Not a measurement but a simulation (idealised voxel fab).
The document below concerns the process module designated voxel tone inversion.
Cross-section cut: width 200 nm, square cells of 5 nm.
Cross-section layout: square cells on a grid; listed as bands, top to bottom; a band spans one or more cell rows.
The entry gives the band's vertical extent as a top height and a bottom height in nm, then its horizontal make-up as materials from left to right, each with a width in nm. "blank" stands for empty space; a single material marked "all across" fills the band edge to edge.
Height reference: 0 = level under which incoming wafer is all one material. Lowest band: no bottom, runs on downward, e.g. "0 nm and below".
Width "30..40": first value at the band's top row of cells, second value at its bottom row, equal change from row to row.
For the purposes of this document, the phrase "same as before" attached to a step denotes that no cell within the cross-section was modified by that step.
Look at "Catalogued sealed voids" for the closed voids: empty spaces with no open path to the top, sized 8 cells or up. Each is width x height at distance, distance from the left edge, all nm.
after a step's settings: what the simulator itself notes on the step
What "overlay nm" on a step's line means: if the step has a mask, that mask lay this far to the right of its planned place, or, when the value is negative, to the left.
So here's the lineup of process steps we planned:
1 RECEIVE (material Si)
2 CONFORMAL_DEP (material SiN; thk nm 5)
3 DIRECTIONAL_DEP (material aC; thk nm 20)
4 PATTERN (tone cover; mask id POSTS; material resist; width nm 25; pitch nm 40; thk nm 30; overlay nm 0)
5 DIRECTIONAL_ETCH (etch materials aC; depth nm 20)
6 STRIP (etch materials resist)
7 FILL_DEP (material lowk; thk nm 10)
8 CMP (height nm 25)
9 STRIP (etch materials aC)
10 CONFORMAL_DEP (material TiN; thk nm 5)
11 FILL_DEP (material Cu; thk nm 10)
12 CMP (height nm 25)
13 CONFORMAL_DEP (material SiN; thk nm 5)
Run as planned: first of two wafers:
Cross-section, incoming material, after step 1:
* 0 nm and below  Si all across
* Catalogued sealed voids: none
State of the wafer after step 2, shown in cross-section:
* 5 nm to 0 nm  SiN all across
* Everything under 0 stays put, no change at all.
State of the wafer after step 3, shown in cross-section:
* 25 nm to 5 nm  aC all across
* Everything under 5 stays put, no change at all.
State of the wafer after step 4, shown in cross-section:
* 55 nm to 25 nm  45 blank / 25 resist / 15 blank / 25 resist / 15 blank / 25 resist / 50 blank
* Everything under 25 stays put, no change at all.
State of the wafer after step 5, shown in cross-section:
* 35 nm to 25 nm  45 blank / 25 resist / 15 blank / 25 resist / 15 blank / 25 resist / 50 blank
* 25 nm to 5 nm  45 blank / 25 aC / 15 blank / 25 aC / 15 blank / 25 aC / 50 blank
* Everything under 5 stays put, no change at all.
State of the wafer after step 6, shown in cross-section:
* 25 nm to 5 nm  45 blank / 25 aC / 15 blank / 25 aC / 15 blank / 25 aC / 50 blank
* Everything under 5 stays put, no change at all.
State of the wafer after step 7, shown in cross-section:
* 35 nm to 25 nm  lowk all across
* 25 nm to 5 nm  45 lowk / 25 aC / 15 lowk / 25 aC / 15 lowk / 25 aC / 50 lowk
* Everything under 5 stays put, no change at all.
State of the wafer after step 8, shown in cross-section:
* 25 nm to 5 nm  45 lowk / 25 aC / 15 lowk / 25 aC / 15 lowk / 25 aC / 50 lowk
* Everything under 5 stays put, no change at all.
State of the wafer after step 9, shown in cross-section:
* 25 nm to 5 nm  45 lowk / 25 blank / 15 lowk / 25 blank / 15 lowk / 25 blank / 50 lowk
* Everything under 5 stays put, no change at all.
State of the wafer after step 10, shown in cross-section:
* 30 nm to 25 nm  50 TiN / 15 blank / 25 TiN / 15 blank / 25 TiN / 15 blank / 55 TiN
* 25 nm to 10 nm  45 lowk / 5 TiN / 15 blank / 5 TiN / 15 lowk / 5 TiN / 15 blank / 5 TiN / 15 lowk / 5 TiN / 15 blank / 5 TiN / 50 lowk
* 10 nm to 5 nm  45 lowk / 25 TiN / 15 lowk / 25 TiN / 15 lowk / 25 TiN / 50 lowk
* Everything under 5 stays put, no change at all.
State of the wafer after step 11, shown in cross-section:
* 40 nm to 30 nm  Cu all across
* 30 nm to 25 nm  50 TiN / 15 Cu / 25 TiN / 15 Cu / 25 TiN / 15 Cu / 55 TiN
* 25 nm to 10 nm  45 lowk / 5 TiN / 15 Cu / 5 TiN / 15 lowk / 5 TiN / 15 Cu / 5 TiN / 15 lowk / 5 TiN / 15 Cu / 5 TiN / 50 lowk
* Everything under 10 stays put, no change at all.
State of the wafer after step 12, shown in cross-section:
* 25 nm to 10 nm  45 lowk / 5 TiN / 15 Cu / 5 TiN / 15 lowk / 5 TiN / 15 Cu / 5 TiN / 15 lowk / 5 TiN / 15 Cu / 5 TiN / 50 lowk
* Everything under 10 stays put, no change at all.
State of the wafer after step 13, shown in cross-section:
* 30 nm to 25 nm  SiN all across
* Everything under 25 stays put, no change at all.
The remaining wafer, second of the two, started like the first and was run to the same plan, except that one mistake was made along the way; the two coincide through step 3, inclusive:
Second wafer profile in section, at the moment step 4 of the plan was meant to be complete:
* 55 nm to 25 nm  45 resist / 25 blank / 15 resist / 25 blank / 15 resist / 25 blank / 50 resist
* Everything under 25 stays put, no change at all.
Second wafer profile in section, at the moment step 5 of the plan was meant to be complete:
* 35 nm to 25 nm  45 resist / 25 blank / 15 resist / 25 blank / 15 resist / 25 blank / 50 resist
* 25 nm to 5 nm  45 aC / 25 blank / 15 aC / 25 blank / 15 aC / 25 blank / 50 aC
* Everything under 5 stays put, no change at all.
Second wafer profile in section, at the moment step 6 of the plan was meant to be complete:
* 25 nm to 5 nm  45 aC / 25 blank / 15 aC / 25 blank / 15 aC / 25 blank / 50 aC
* Everything under 5 stays put, no change at all.
Second wafer profile in section, at the moment step 7 of the plan was meant to be complete:
* 35 nm to 25 nm  lowk all across
* 25 nm to 5 nm  45 aC / 25 lowk / 15 aC / 25 lowk / 15 aC / 25 lowk / 50 aC
* Everything under 5 stays put, no change at all.
Second wafer profile in section, at the moment step 8 of the plan was meant to be complete:
* 25 nm to 5 nm  45 aC / 25 lowk / 15 aC / 25 lowk / 15 aC / 25 lowk / 50 aC
* Everything under 5 stays put, no change at all.
Second wafer profile in section, at the moment step 9 of the plan was meant to be complete:
* 25 nm to 5 nm  45 blank / 25 lowk / 15 blank / 25 lowk / 15 blank / 25 lowk / 50 blank
* Everything under 5 stays put, no change at all.
Second wafer profile in section, at the moment step 10 of the plan was meant to be complete:
* 30 nm to 25 nm  40 blank / 35 TiN / 5 blank / 35 TiN / 5 blank / 35 TiN / 45 blank
* 25 nm to 10 nm  40 blank / 5 TiN / 25 lowk / 5 TiN / 5 blank / 5 TiN / 25 lowk / 5 TiN / 5 blank / 5 TiN / 25 lowk / 5 TiN / 45 blank
* 10 nm to 5 nm  45 TiN / 25 lowk / 15 TiN / 25 lowk / 15 TiN / 25 lowk / 50 TiN
* Everything under 5 stays put, no change at all.
Second wafer profile in section, at the moment step 11 of the plan was meant to be complete:
* 40 nm to 30 nm  Cu all across
* 30 nm to 25 nm  40 Cu / 35 TiN / 5 Cu / 35 TiN / 5 Cu / 35 TiN / 45 Cu
* 25 nm to 10 nm  40 Cu / 5 TiN / 25 lowk / 5 TiN / 5 Cu / 5 TiN / 25 lowk / 5 TiN / 5 Cu / 5 TiN / 25 lowk / 5 TiN / 45 Cu
* Everything under 10 stays put, no change at all.
Second wafer profile in section, at the moment step 12 of the plan was meant to be complete:
* 25 nm to 10 nm  40 Cu / 5 TiN / 25 lowk / 5 TiN / 5 Cu / 5 TiN / 25 lowk / 5 TiN / 5 Cu / 5 TiN / 25 lowk / 5 TiN / 45 Cu
* Everything under 10 stays put, no change at all.
Second wafer profile in section, at the moment step 13 of the plan was meant to be complete:
* 30 nm to 25 nm  SiN all across
* Everything under 25 stays put, no change at all.
Want to know what went wrong? not per plan at step 4, really ran PATTERN (tone open; mask id POSTS; material resist; width nm 25; pitch nm 40; thk nm 30; overlay nm 0)
Bottom line after processing is that, in cells, the second wafer is up or down on some materials versus the first: +30 Cu; +10 TiN; -40 lowk
